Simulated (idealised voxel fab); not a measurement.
process module | voxel capacitor over wiring
cross-section cut | 205 nm wide | cells 5 nm
A cross-section is a grid of square cells, given in bands from the top down. A band is one or more rows of cells.
Each band's line starts with the height of the band's top and of its bottom, in nm. Then come its materials from left to right, each with its width in nm. One material with "throughout" fills the band from edge to edge. "air" is empty space.
Height 0 is the level under which the wafer as received is all one material. The lowest band goes on downwards, as in "0 down".
A width such as "30 to 40" changes by the same amount from each row of cells to the next, from the band's top row to its bottom row.
"no change" after a step means that no cell of the cross-section changed.
closed voids: empty space of 8 cells or more with no open way to the top, each as width x height at its distance from the left edge, in nm
after a step's settings: what the simulator itself notes on the step
overlay nm, on a step with a mask: how far to the right of its planned place the mask lay; to the left if negative
plan
1 op RECEIVE | material Si
2 op CONFORMAL_DEP | material SiO2 | thk nm 10
3 op CONFORMAL_DEP | material SiCN | thk nm 5
4 op DIRECTIONAL_DEP | material SiO2 | thk nm 25
5 op MASKED_ETCH | tone open | mask id METAL_1 | width nm 20 | pitch nm 75 | etch materials SiO2 | depth nm 25 | overlay nm 0
6 op MASKED_ETCH | tone open | mask id METAL_1 | width nm 20 | pitch nm 75 | etch materials SiCN | depth nm 5 | overlay nm 0
7 op CONFORMAL_DEP | material TiN | thk nm 5
8 op FILL_DEP | material Cu | thk nm 5
9 op CMP | height nm 40
10 op CONFORMAL_DEP | material SiCN | thk nm 5
11 op DIRECTIONAL_DEP | material lowk | thk nm 20
12 op PATTERN | tone open | mask id PLUG_1 | material resist | width nm 15 | thk nm 20 | overlay nm -15
13 op DIRECTIONAL_ETCH | etch materials lowk | depth nm 20
14 op DIRECTIONAL_ETCH | etch materials SiCN | depth nm 5
15 op STRIP | etch materials resist
16 op EPI | material Ru | thk nm 10
17 op EPI | material Ru | thk nm 10
18 op EPI | material Ru | thk nm 5
19 op DIRECTIONAL_DEP | material TiN | thk nm 10
20 op DIRECTIONAL_DEP | material SiN | thk nm 5
21 op DIRECTIONAL_DEP | material TiN | thk nm 10
22 op PATTERN | tone cover | mask id UPPER_PLATE | material resist | width nm 60 | thk nm 15 | overlay nm 0
23 op DIRECTIONAL_ETCH | etch materials TiN | depth nm 10
24 op DIRECTIONAL_ETCH | etch materials SiN | depth nm 5
25 op STRIP | etch materials resist
26 op DIRECTIONAL_DEP | material aC | thk nm 15
27 op PATTERN | tone cover | mask id LOWER_PLATE | material resist | width nm 70 | thk nm 30 | overlay nm 0
28 op DIRECTIONAL_ETCH | etch materials aC | depth nm 15
29 op STRIP | etch materials resist
30 op DIRECTIONAL_ETCH | etch materials TiN | depth nm 10
31 op STRIP | etch materials aC
32 op FILL_DEP | material SiO2 | thk nm 15
33 op CMP | height nm 100
34 op PATTERN | tone open | mask id PLUG_2 | material resist | width nm 15 | thk nm 15 | overlay nm 0
35 op DIRECTIONAL_ETCH | etch materials SiO2 | depth nm 10
36 op STRIP | etch materials resist
37 op CONFORMAL_DEP | material TiN | thk nm 5
38 op FILL_DEP | material Ru | thk nm 5
39 op CMP | height nm 100
40 op CONFORMAL_DEP | material SiCN | thk nm 5
varied across the wafers: overlay nm of step 12. The plan shows the first wafer's value. All wafers start alike
first wafer as received, after step 1
  0 down: Si throughout
  closed voids: none
each wafer at the end: cells of each material gained (+) or lost (-) since it was received, then its closed voids
overlay nm -15 | +20 Cu | +16 Ru | +112 SiCN | +12 SiN | +464 SiO2 | +85 TiN | +152 lowk | closed voids: none
overlay nm -10 | +20 Cu | +16 Ru | +112 SiCN | +12 SiN | +464 SiO2 | +85 TiN | +152 lowk | closed voids: none
overlay nm -5 | +20 Cu | +16 Ru | +112 SiCN | +12 SiN | +464 SiO2 | +85 TiN | +152 lowk | closed voids: none
overlay nm 0 | +20 Cu | +16 Ru | +112 SiCN | +12 SiN | +464 SiO2 | +85 TiN | +152 lowk | closed voids: none
overlay nm 5 | +20 Cu | +16 Ru | +112 SiCN | +12 SiN | +464 SiO2 | +85 TiN | +152 lowk | closed voids: none
overlay nm 10 | +20 Cu | +16 Ru | +112 SiCN | +12 SiN | +464 SiO2 | +85 TiN | +152 lowk | closed voids: none
overlay nm 15 | +20 Cu | +1 Ru | +112 SiCN | +12 SiN | +479 SiO2 | +85 TiN | +152 lowk | closed voids: none
